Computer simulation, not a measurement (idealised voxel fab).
process module | voxel self aligned vias
cross-section cut | 175 nm wide | cells 5 nm
A cross-section is a grid of square cells, given in bands from the top down. A band is one or more rows of cells.
Each band's line starts with the height of the band's top and of its bottom, in nm. Then come its materials from left to right, each with its width in nm. One material with "throughout" fills the band from edge to edge. "air" is empty space.
Height 0 is the level under which the wafer as received is all one material. The lowest band goes on downwards, as in "0 down".
A width such as "30 to 40" changes by the same amount from each row of cells to the next, from the band's top row to its bottom row.
"no change" after a step means that no cell of the cross-section changed.
closed voids: empty space of 8 cells or more with no open way to the top, each as width x height at its distance from the left edge, in nm
after a step's settings: what the simulator itself notes on the step
overlay nm, on a step with a mask: how far to the right of its planned place the mask lay; to the left if negative
plan
1 op RECEIVE | material Si
2 op CONFORMAL_DEP | material SiO2 | thk nm 10
3 op CONFORMAL_DEP | material SiCN | thk nm 5
4 op DIRECTIONAL_DEP | material SiO2 | thk nm 25
5 op PATTERN | tone open | mask id LINES | material resist | width nm 30 | pitch nm 65 | thk nm 20 | overlay nm 0
6 op DIRECTIONAL_ETCH | etch materials SiO2 | depth nm 25
7 op STRIP | etch materials resist
8 op CONFORMAL_DEP | material TiN | thk nm 5
9 op FILL_DEP | material W | thk nm 10
10 op CMP | height nm 40
11 op SELECTIVE_ETCH | etch materials W Ru TiN | depth nm 10
12 op FILL_DEP | material SiN | thk nm 10
13 op CMP | height nm 40
14 op DIRECTIONAL_DEP | material SiO2 | thk nm 15
15 op DIRECTIONAL_DEP | material aC | thk nm 10
16 op PATTERN | tone open | mask id VIAS | material resist | width nm 50 | thk nm 25 | overlay nm 0
17 op DIRECTIONAL_ETCH | etch materials aC | depth nm 10
18 op STRIP | etch materials resist
19 op DIRECTIONAL_ETCH | etch materials SiO2 | depth nm 15
20 op DIRECTIONAL_ETCH | etch materials SiN | depth nm 10
21 op STRIP | etch materials aC
22 op CONFORMAL_DEP | material TiN | thk nm 5
23 op FILL_DEP | material Ru | thk nm 10
24 op CMP | height nm 55
25 op CONFORMAL_DEP | material SiN | thk nm 5
first wafer, as planned
as received, after step 1
  0 down: Si throughout
  closed voids: none
after step 2
  10 to 0: SiO2 throughout
  below 0: unchanged
after step 3
  15 to 10: SiCN throughout
  below 10: unchanged
after step 4
  40 to 15: SiO2 throughout
  below 15: unchanged
after step 5
  60 to 40: resist 40 | air 30 | resist 35 | air 30 | resist 40
  below 40: unchanged
after step 6
  60 to 40: resist 40 | air 30 | resist 35 | air 30 | resist 40
  40 to 15: SiO2 40 | air 30 | SiO2 35 | air 30 | SiO2 40
  below 15: unchanged
after step 7
  40 to 15: SiO2 40 | air 30 | SiO2 35 | air 30 | SiO2 40
  below 15: unchanged
after step 8
  45 to 40: TiN 45 | air 20 | TiN 45 | air 20 | TiN 45
  40 to 20: SiO2 40 | TiN 5 | air 20 | TiN 5 | SiO2 35 | TiN 5 | air 20 | TiN 5 | SiO2 40
  20 to 15: SiO2 40 | TiN 30 | SiO2 35 | TiN 30 | SiO2 40
  below 15: unchanged
after step 9
  55 to 45: W throughout
  45 to 40: TiN 45 | W 20 | TiN 45 | W 20 | TiN 45
  40 to 20: SiO2 40 | TiN 5 | W 20 | TiN 5 | SiO2 35 | TiN 5 | W 20 | TiN 5 | SiO2 40
  below 20: unchanged
after step 10
  40 to 20: SiO2 40 | TiN 5 | W 20 | TiN 5 | SiO2 35 | TiN 5 | W 20 | TiN 5 | SiO2 40
  below 20: unchanged
after step 11
  40 to 30: SiO2 40 | air 30 | SiO2 35 | air 30 | SiO2 40
  below 30: unchanged
after step 12
  50 to 40: SiN throughout
  40 to 30: SiO2 40 | SiN 30 | SiO2 35 | SiN 30 | SiO2 40
  below 30: unchanged
after step 13
  40 to 30: SiO2 40 | SiN 30 | SiO2 35 | SiN 30 | SiO2 40
  below 30: unchanged
after step 14
  55 to 40: SiO2 throughout
  below 40: unchanged
after step 15
  65 to 55: aC throughout
  below 55: unchanged
after step 16
  90 to 65: resist 30 | air 50 | resist 95
  below 65: unchanged
after step 17
  80 to 65: resist 30 | air 50 | resist 95
  65 to 55: aC 30 | air 50 | aC 95
  below 55: unchanged
after step 18
  65 to 55: aC 30 | air 50 | aC 95
  below 55: unchanged
after step 19
  65 to 55: aC 30 | air 50 | aC 95
  55 to 40: SiO2 30 | air 50 | SiO2 95
  below 40: unchanged
after step 20
  65 to 55: aC 30 | air 50 | aC 95
  55 to 40: SiO2 30 | air 50 | SiO2 95
  40 to 30: SiO2 40 | air 30 | SiO2 35 | SiN 30 | SiO2 40
  below 30: unchanged
after step 21
  55 to 40: SiO2 30 | air 50 | SiO2 95
  below 40: unchanged
after step 22
  60 to 55: TiN 35 | air 40 | TiN 100
  55 to 45: SiO2 30 | TiN 5 | air 40 | TiN 5 | SiO2 95
  45 to 40: SiO2 30 | TiN 15 | air 20 | TiN 15 | SiO2 95
  40 to 35: SiO2 40 | TiN 5 | air 20 | TiN 5 | SiO2 35 | SiN 30 | SiO2 40
  35 to 30: SiO2 40 | TiN 30 | SiO2 35 | SiN 30 | SiO2 40
  below 30: unchanged
after step 23
  70 to 60: Ru throughout
  60 to 55: TiN 35 | Ru 40 | TiN 100
  55 to 45: SiO2 30 | TiN 5 | Ru 40 | TiN 5 | SiO2 95
  45 to 40: SiO2 30 | TiN 15 | Ru 20 | TiN 15 | SiO2 95
  40 to 35: SiO2 40 | TiN 5 | Ru 20 | TiN 5 | SiO2 35 | SiN 30 | SiO2 40
  below 35: unchanged
after step 24
  55 to 45: SiO2 30 | TiN 5 | Ru 40 | TiN 5 | SiO2 95
  below 45: unchanged
after step 25
  60 to 55: SiN throughout
  below 55: unchanged
second wafer: like start, like plan, one mistake. Through step 10 it matches the first wafer
when step 11 should have ended
  40 to 30: air 40 | TiN 5 | W 20 | TiN 5 | air 35 | TiN 5 | W 20 | TiN 5 | air 40
  below 30: unchanged
when step 12 should have ended
  50 to 40: SiN throughout
  40 to 30: SiN 40 | TiN 5 | W 20 | TiN 5 | SiN 35 | TiN 5 | W 20 | TiN 5 | SiN 40
  below 30: unchanged
when step 13 should have ended
  40 to 30: SiN 40 | TiN 5 | W 20 | TiN 5 | SiN 35 | TiN 5 | W 20 | TiN 5 | SiN 40
  below 30: unchanged
when step 14 should have ended
  55 to 40: SiO2 throughout
  below 40: unchanged
when step 15 should have ended
  65 to 55: aC throughout
  below 55: unchanged
when step 16 should have ended
  90 to 65: resist 30 | air 50 | resist 95
  below 65: unchanged
when step 17 should have ended
  80 to 65: resist 30 | air 50 | resist 95
  65 to 55: aC 30 | air 50 | aC 95
  below 55: unchanged
when step 18 should have ended
  65 to 55: aC 30 | air 50 | aC 95
  below 55: unchanged
when step 19 should have ended
  65 to 55: aC 30 | air 50 | aC 95
  55 to 40: SiO2 30 | air 50 | SiO2 95
  below 40: unchanged
when step 20 should have ended
  65 to 55: aC 30 | air 50 | aC 95
  55 to 40: SiO2 30 | air 50 | SiO2 95
  40 to 30: SiN 30 | air 10 | TiN 5 | W 20 | TiN 5 | air 10 | SiN 25 | TiN 5 | W 20 | TiN 5 | SiN 40
  below 30: unchanged
when step 21 should have ended
  55 to 40: SiO2 30 | air 50 | SiO2 95
  below 40: unchanged
when step 22 should have ended
  60 to 55: TiN 35 | air 40 | TiN 100
  55 to 45: SiO2 30 | TiN 5 | air 40 | TiN 5 | SiO2 95
  45 to 40: SiO2 30 | TiN 50 | SiO2 95
  40 to 30: SiN 30 | TiN 15 | W 20 | TiN 15 | SiN 25 | TiN 5 | W 20 | TiN 5 | SiN 40
  below 30: unchanged
when step 23 should have ended
  70 to 60: Ru throughout
  60 to 55: TiN 35 | Ru 40 | TiN 100
  55 to 45: SiO2 30 | TiN 5 | Ru 40 | TiN 5 | SiO2 95
  below 45: unchanged
when step 24 should have ended
  55 to 45: SiO2 30 | TiN 5 | Ru 40 | TiN 5 | SiO2 95
  below 45: unchanged
when step 25 should have ended
  60 to 55: SiN throughout
  below 55: unchanged
what went wrong: step 11 ran as: op SELECTIVE_ETCH | etch materials SiO2 | depth nm 10
at the end the second wafer has, in cells: 8 fewer of Ru | 26 more of SiN | 46 fewer of SiO2 | 12 more of TiN | 16 more of W
